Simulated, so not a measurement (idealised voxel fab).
process module | voxel gate over fins
Square cell edge 5 nm, section width 200 nm, ID cut.
Each cross-section below is a grid of square cells, stated as bands in top-down order, with one or more rows of cells making up each band. Top, bottom (nm), then materials left to right with widths (nm); lone material tagged "throughout" fills the whole band edge to edge; "empty" = empty space. It should be noted that heights are counted from 0, beneath which the wafer as supplied is of one material throughout, and that the lowest band possesses no lower boundary but continues downward, as written in "0 -> down". When a width is written as two numbers, as in "30..40", the first number is the width in the top row of cells of the band and the second is the width in its bottom row, and the width changes by the same amount from each row to the next. Any step labelled "same as before" changed none of the cells in the cross-section. What "Sealed void inventory" gives you is every empty space of 8 cells or more that is cut off from the top. Each appears as width x height at distance, with the distance taken from the left edge and width, height and distance all in nm. Past the settings on a step's line: simulator remark, on that step. You can add "overlay nm" to a step's line. For a step with a mask, it describes how far the mask lay to the right of its planned position, and a negative number describes a lay to the left.
[Intended process steps]
1 op RECEIVE | material Si
2 op CONFORMAL_DEP | material SiN | thk nm 5
3 op PATTERN | tone cover | mask id FINS | material resist | width nm 15 | pitch nm 50 | thk nm 15 | overlay nm 0
4 op DIRECTIONAL_ETCH | etch materials SiN | depth nm 5
5 op DIRECTIONAL_ETCH | etch materials Si | depth nm 30
6 op STRIP | etch materials resist
7 op FILL_DEP | material SiO2 | thk nm 15
8 op CMP | height nm 5
9 op MASKED_ETCH | tone open | mask id RAIL | width nm 15 | etch materials SiO2 | depth nm 30 | overlay nm 0
10 op CONFORMAL_DEP | material TiN | thk nm 5
11 op FILL_DEP | material W | thk nm 5
12 op CMP | height nm 5
13 op SELECTIVE_ETCH | etch materials W Ru TiN | depth nm 25
14 op FILL_DEP | material SiO2 | thk nm 5
15 op CMP | height nm 5
16 op SELECTIVE_ETCH | etch materials SiO2 | depth nm 15
17 op STRIP | etch materials SiN
18 op CONFORMAL_DEP | material HfO2 | thk nm 5
19 op CONFORMAL_DEP | material TiN | thk nm 5
20 op FILL_DEP | material W | thk nm 15
21 op CMP | height nm 20
22 op CONFORMAL_DEP | material SiN | thk nm 5
[Step 1 complete: cross-section of the wafer as received]
* 0 -> down = Si throughout
* Sealed void inventory: none
[First of two wafers, end-of-module section, run followed plan]
* 25 -> 20 = SiN throughout
* 20 -> 10 = W throughout
* 10 -> 5 = 5 W / 35 TiN / 15 W / 35 TiN / 15 W / 35 TiN / 15 W / 35 TiN / 10 W
* 5 -> 0 = 5 W / 5 TiN / 25 HfO2 / 5 TiN / 15 W / 5 TiN / 25 HfO2 / 5 TiN / 15 W / 5 TiN / 25 HfO2 / 5 TiN / 15 W / 5 TiN / 25 HfO2 / 5 TiN / 10 W
* 0 -> -5 = 10 TiN / 5 HfO2 / 15 Si / 5 HfO2 / 25 TiN / 5 HfO2 / 15 Si / 5 HfO2 / 25 TiN / 5 HfO2 / 15 Si / 5 HfO2 / 25 TiN / 5 HfO2 / 15 Si / 5 HfO2 / 15 TiN
* -5 -> -10 = 15 HfO2 / 15 Si / 35 HfO2 / 15 Si / 35 HfO2 / 15 Si / 35 HfO2 / 15 Si / 20 HfO2
* -10 -> -20 = 15 SiO2 / 15 Si / 35 SiO2 / 15 Si / 35 SiO2 / 15 Si / 35 SiO2 / 15 Si / 20 SiO2
* -20 -> -25 = 15 SiO2 / 15 Si / 10 SiO2 / 15 TiN / 10 SiO2 / 15 Si / 35 SiO2 / 15 Si / 35 SiO2 / 15 Si / 20 SiO2
* -25 -> -30 = 15 SiO2 / 15 Si / 35 SiO2 / 15 Si / 35 SiO2 / 15 Si / 35 SiO2 / 15 Si / 20 SiO2
* -30 -> down = Si throughout
* Sealed void inventory: none
[Second wafer through the module, sectioned at the end: same beginning and same plan as the first wafer, with one mistake in carrying it out]
* 25 -> 20 = SiN throughout
* 20 -> 10 = W throughout
* 10 -> 5 = 5 W / 35 TiN / 15 W / 35 TiN / 15 W / 35 TiN / 15 W / 35 TiN / 10 W
* 5 -> 0 = 5 W / 5 TiN / 25 HfO2 / 5 TiN / 15 W / 5 TiN / 25 HfO2 / 5 TiN / 15 W / 5 TiN / 25 HfO2 / 5 TiN / 15 W / 5 TiN / 25 HfO2 / 5 TiN / 10 W
* 0 -> -5 = 10 TiN / 5 HfO2 / 15 Si / 5 HfO2 / 25 TiN / 5 HfO2 / 15 Si / 5 HfO2 / 25 TiN / 5 HfO2 / 15 Si / 5 HfO2 / 25 TiN / 5 HfO2 / 15 Si / 5 HfO2 / 15 TiN
* -5 -> -10 = 15 HfO2 / 15 Si / 35 HfO2 / 15 Si / 35 HfO2 / 15 Si / 35 HfO2 / 15 Si / 20 HfO2
* -10 -> -20 = 15 SiO2 / 15 Si / 35 SiO2 / 15 Si / 35 SiO2 / 15 Si / 35 SiO2 / 15 Si / 20 SiO2
* -20 -> -25 = 15 SiO2 / 15 Si / 10 SiO2 / 15 TiN / 10 SiO2 / 15 Si / 35 SiO2 / 15 Si / 35 SiO2 / 15 Si / 20 SiO2
* -25 -> -60 = 15 SiO2 / 15 Si / 35 SiO2 / 15 Si / 35 SiO2 / 15 Si / 35 SiO2 / 15 Si / 20 SiO2
* -60 -> down = Si throughout
* Sealed void inventory: none
What was the processing mistake? step 5 of the plan was executed twice over
Once processing is complete, comparing cell counts shows that the second wafer has more or fewer of certain materials than the first: 168 fewer of Si, 168 more of SiO2
